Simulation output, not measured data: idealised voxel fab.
The following is a process module called voxel plated lines.
The figure presents cross-section cut, which has a width of 285 nm and is divided into square cells with an edge length of 5 nm.
Square cells in a grid make up a cross-section in this document, and the grid is given as bands, listed from the top down, each one or more rows of cells.
In this notation a band is specified by the heights of its top and bottom, in that order and in nm, after which its materials appear from left to right, each paired with its width in nm. The word "edge to edge" attached to a single material means that material fills the band from edge to edge; the word "blank" stands for empty space.
Below 0: as-received wafer, all one material; heights counted from there. Lowest band: no bottom, goes on down, written "0 nm and below".
Width: "30->40" (first number = top row, second number = bottom row, same change from row to row of cells).
"nothing different" after a step means that no cell of the cross-section changed.
The entry titled "Sealed void listing" provides the empty spaces that have no open way to the top, restricted to those of 8 cells or more. Each is presented as width x height at distance, the distance being measured from the left edge, with all three in nm.
Read whatever lies past the settings on a step's line as the simulator's own remark about the step.
"overlay nm" answers the question of how far to the right of plan the mask lay on a step that has a mask, and when it is negative the answer is to the left.

## Here's what the planned process steps look like
| 1 | RECEIVE (material Si) |
| 2 | CONFORMAL_DEP (material Al2O3; thk nm 5) |
| 3 | DIRECTIONAL_DEP (material TiN; thk nm 5) |
| 4 | PATTERN (tone open; mask id LINES; material resist; width nm 25; pitch nm 55; thk nm 25; overlay nm 0) |
| 5 | EPI (material Ru; thk nm 10) |
| 6 | EPI (material Ru; thk nm 10) |
| 7 | STRIP (etch materials resist) |
| 8 | DIRECTIONAL_ETCH (etch materials TiN; depth nm 5) |
| 9 | CONFORMAL_DEP (material SiCN; thk nm 10) |

## Wafer at receipt (post step 1), cross-section
* 0 nm and below | Si edge to edge
* Sealed void listing: none

## Result of the module, cross-sectioned: start per above, plan per above, one error in how it was run
* 40 nm to 30 nm | 90 of blank  45 of SiCN  10 of blank  45 of SiCN  95 of blank
* 30 nm to 20 nm | 100 of SiCN  25 of Ru  30 of SiCN  25 of Ru  105 of SiCN
* 20 nm to 10 nm | Ru edge to edge
* 10 nm to 5 nm | TiN edge to edge
* 5 nm to 0 nm | Al2O3 edge to edge
* 0 nm and below | Si edge to edge
* Sealed void listing: none
Diagnosis: ran 4 and 5 in swapped order versus the plan
